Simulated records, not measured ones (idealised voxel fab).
Process module, titled voxel self aligned contacts
300 nm wide, 5 nm square cells: that's cross-section cut.
In this document a cross-section is written as a grid of square cells. It is given as a series of bands, listed from the top down, and a band is one or more rows of cells. This entry defines a band. It first specifies the height of the band's top and the height of its bottom in nm, and then specifies the band's materials from left to right, stating each material with its width in nm. The word "everywhere" identifies a single material that fills the band from edge to edge, while the word "empty" identifies empty space. For the purposes of this specification, 0 denotes the height below which the wafer in its as-received condition is composed wholly of one material, and the lowermost band, lacking a lower limit, extends downward without end, as expressed in "from 0 down". A width given as "30->40" starts at the first number in the band's top row and ends at the second number in its bottom row, shifting by an equal amount at every step from row to row. "no modifications" means the step left every cell of the cross-section as it was. If an empty space has no open way to the top and is at least 8 cells in size, "Internal closed voids" lists it, written width x height at distance, where distance is measured from the left edge and every value is in nm. Heads up: the bit after the settings on a step's line is the simulator's remark on that step. If you see "overlay nm" on a step's line and that step has a mask, it's telling you how far right of where it was planned the mask ended up; a negative number means it went left instead.
Planned process steps:
1. RECEIVE (material Si)
2. OXIDIZE (depth nm 5)
3. DIRECTIONAL_DEP (material polySi; thk nm 30)
4. DIRECTIONAL_DEP (material SiN; thk nm 15)
5. DIRECTIONAL_DEP (material aC; thk nm 15)
6. PATTERN (tone cover; mask id GATE; material resist; width nm 30; pitch nm 55; thk nm 30; overlay nm 0)
7. DIRECTIONAL_ETCH (etch materials aC; depth nm 15)
8. STRIP (etch materials resist)
9. DIRECTIONAL_ETCH (etch materials SiN; depth nm 15)
10. DIRECTIONAL_ETCH (etch materials polySi; depth nm 30)
11. STRIP (etch materials aC)
12. CONFORMAL_DEP (material SiN; thk nm 5)
13. DIRECTIONAL_ETCH (etch materials SiN; depth nm 5)
14. FILL_DEP (material SiO2; thk nm 15)
15. CMP (height nm 50)
16. MASKED_ETCH (tone open; mask id CONTACT; width nm 35; etch materials SiO2; depth nm 55; overlay nm 0)
17. CONFORMAL_DEP (material TiN; thk nm 5)
18. FILL_DEP (material Ru; thk nm 5)
19. CMP (height nm 50)
20. CONFORMAL_DEP (material SiCN; thk nm 5)
The first of two wafers, run as planned:
Cross-sectional view of the wafer in its as-received condition, corresponding to the state after step 1:
from 0 down: Si everywhere
Internal closed voids: none
Sectional view: wafer, after step 2:
from 0 to -5: SiO2 everywhere
No changes below -5.
Sectional view: wafer, after step 3:
from 30 to 0: polySi everywhere
No changes below 0.
Sectional view: wafer, after step 4:
from 45 to 30: SiN everywhere
No changes below 30.
Sectional view: wafer, after step 5:
from 60 to 45: aC everywhere
No changes below 45.
Sectional view: wafer, after step 6:
from 90 to 60: empty (105), resist (30), empty (25), resist (30), empty (110)
No changes below 60.
Sectional view: wafer, after step 7:
from 75 to 60: empty (105), resist (30), empty (25), resist (30), empty (110)
from 60 to 45: empty (105), aC (30), empty (25), aC (30), empty (110)
No changes below 45.
Sectional view: wafer, after step 8:
from 60 to 45: empty (105), aC (30), empty (25), aC (30), empty (110)
No changes below 45.
Sectional view: wafer, after step 9:
from 60 to 45: empty (105), aC (30), empty (25), aC (30), empty (110)
from 45 to 30: empty (105), SiN (30), empty (25), SiN (30), empty (110)
No changes below 30.
Sectional view: wafer, after step 10:
from 60 to 45: empty (105), aC (30), empty (25), aC (30), empty (110)
from 45 to 30: empty (105), SiN (30), empty (25), SiN (30), empty (110)
from 30 to 0: empty (105), polySi (30), empty (25), polySi (30), empty (110)
No changes below 0.
Sectional view: wafer, after step 11:
from 45 to 30: empty (105), SiN (30), empty (25), SiN (30), empty (110)
No changes below 30.
Sectional view: wafer, after step 12:
from 50 to 30: empty (100), SiN (40), empty (15), SiN (40), empty (105)
from 30 to 5: empty (100), SiN (5), polySi (30), SiN (5), empty (15), SiN (5), polySi (30), SiN (5), empty (105)
from 5 to 0: SiN (105), polySi (30), SiN (25), polySi (30), SiN (110)
No changes below 0.
Sectional view: wafer, after step 13:
from 45 to 30: empty (100), SiN (40), empty (15), SiN (40), empty (105)
from 30 to 0: empty (100), SiN (5), polySi (30), SiN (5), empty (15), SiN (5), polySi (30), SiN (5), empty (105)
No changes below 0.
Sectional view: wafer, after step 14:
from 60 to 45: SiO2 everywhere
from 45 to 30: SiO2 (100), SiN (40), SiO2 (15), SiN (40), SiO2 (105)
from 30 to 0: SiO2 (100), SiN (5), polySi (30), SiN (5), SiO2 (15), SiN (5), polySi (30), SiN (5), SiO2 (105)
No changes below 0.
Sectional view: wafer, after step 15:
from 50 to 45: SiO2 everywhere
No changes below 45.
Sectional view: wafer, after step 16:
from 50 to 45: SiO2 (130), empty (35), SiO2 (135)
from 45 to 30: SiO2 (100), SiN (40), empty (15), SiN (40), SiO2 (105)
from 30 to 0: SiO2 (100), SiN (5), polySi (30), SiN (5), empty (15), SiN (5), polySi (30), SiN (5), SiO2 (105)
from 0 to -5: SiO2 (140), empty (15), SiO2 (145)
No changes below -5.
Sectional view: wafer, after step 17:
from 55 to 50: TiN (135), empty (25), TiN (140)
from 50 to 45: SiO2 (130), TiN (15), empty (5), TiN (15), SiO2 (135)
from 45 to 30: SiO2 (100), SiN (40), TiN (5), empty (5), TiN (5), SiN (40), SiO2 (105)
from 30 to 0: SiO2 (100), SiN (5), polySi (30), SiN (5), TiN (5), empty (5), TiN (5), SiN (5), polySi (30), SiN (5), SiO2 (105)
from 0 to -5: SiO2 (140), TiN (15), SiO2 (145)
No changes below -5.
Sectional view: wafer, after step 18:
from 60 to 55: Ru everywhere
from 55 to 50: TiN (135), Ru (25), TiN (140)
from 50 to 45: SiO2 (130), TiN (15), Ru (5), TiN (15), SiO2 (135)
from 45 to 30: SiO2 (100), SiN (40), TiN (5), Ru (5), TiN (5), SiN (40), SiO2 (105)
from 30 to 0: SiO2 (100), SiN (5), polySi (30), SiN (5), TiN (5), Ru (5), TiN (5), SiN (5), polySi (30), SiN (5), SiO2 (105)
No changes below 0.
Sectional view: wafer, after step 19:
from 50 to 45: SiO2 (130), TiN (15), Ru (5), TiN (15), SiO2 (135)
No changes below 45.
Sectional view: wafer, after step 20:
from 55 to 50: SiCN everywhere
No changes below 50.
Okay, second wafer. Nothing different at the start, nothing different in the plan, just one mistake somewhere in the running. As far as step 5, counting that step, it's the first wafer all over again:
What the second wafer looks like in cross-section when step 6 should have wrapped up:
from 90 to 60: resist (105), empty (30), resist (25), empty (30), resist (110)
No changes below 60.
What the second wafer looks like in cross-section when step 7 should have wrapped up:
from 75 to 60: resist (105), empty (30), resist (25), empty (30), resist (110)
from 60 to 45: aC (105), empty (30), aC (25), empty (30), aC (110)
No changes below 45.
What the second wafer looks like in cross-section when step 8 should have wrapped up:
from 60 to 45: aC (105), empty (30), aC (25), empty (30), aC (110)
No changes below 45.
What the second wafer looks like in cross-section when step 9 should have wrapped up:
from 60 to 45: aC (105), empty (30), aC (25), empty (30), aC (110)
from 45 to 30: SiN (105), empty (30), SiN (25), empty (30), SiN (110)
No changes below 30.
What the second wafer looks like in cross-section when step 10 should have wrapped up:
from 60 to 45: aC (105), empty (30), aC (25), empty (30), aC (110)
from 45 to 30: SiN (105), empty (30), SiN (25), empty (30), SiN (110)
from 30 to 0: polySi (105), empty (30), polySi (25), empty (30), polySi (110)
No changes below 0.
What the second wafer looks like in cross-section when step 11 should have wrapped up:
from 45 to 30: SiN (105), empty (30), SiN (25), empty (30), SiN (110)
No changes below 30.
What the second wafer looks like in cross-section when step 12 should have wrapped up:
from 50 to 30: SiN (110), empty (20), SiN (35), empty (20), SiN (115)
from 30 to 5: polySi (105), SiN (5), empty (20), SiN (5), polySi (25), SiN (5), empty (20), SiN (5), polySi (110)
from 5 to 0: polySi (105), SiN (30), polySi (25), SiN (30), polySi (110)
No changes below 0.
What the second wafer looks like in cross-section when step 13 should have wrapped up:
from 45 to 30: SiN (110), empty (20), SiN (35), empty (20), SiN (115)
from 30 to 0: polySi (105), SiN (5), empty (20), SiN (5), polySi (25), SiN (5), empty (20), SiN (5), polySi (110)
No changes below 0.
What the second wafer looks like in cross-section when step 14 should have wrapped up:
from 60 to 45: SiO2 everywhere
from 45 to 30: SiN (110), SiO2 (20), SiN (35), SiO2 (20), SiN (115)
from 30 to 0: polySi (105), SiN (5), SiO2 (20), SiN (5), polySi (25), SiN (5), SiO2 (20), SiN (5), polySi (110)
No changes below 0.
What the second wafer looks like in cross-section when step 15 should have wrapped up:
from 50 to 45: SiO2 everywhere
No changes below 45.
What the second wafer looks like in cross-section when step 16 should have wrapped up:
from 50 to 45: SiO2 (130), empty (35), SiO2 (135)
No changes below 45.
What the second wafer looks like in cross-section when step 17 should have wrapped up:
from 55 to 50: TiN (135), empty (25), TiN (140)
from 50 to 45: SiO2 (130), TiN (35), SiO2 (135)
No changes below 45.
What the second wafer looks like in cross-section when step 18 should have wrapped up:
from 60 to 55: Ru everywhere
from 55 to 50: TiN (135), Ru (25), TiN (140)
No changes below 50.
What the second wafer looks like in cross-section when step 19 should have wrapped up:
from 50 to 45: SiO2 (130), TiN (35), SiO2 (135)
No changes below 45.
What the second wafer looks like in cross-section when step 20 should have wrapped up:
from 55 to 50: SiCN everywhere
No changes below 50.
Diagnosis: in deviation from the planned setting, step 6 was conducted as PATTERN (tone open; mask id GATE; material resist; width nm 30; pitch nm 55; thk nm 30; overlay nm 0)
Final comparison by cell count, materials where the second wafer has more or fewer than the first: Ru -10; SiN +108; SiO2 -294; TiN -20; polySi +216
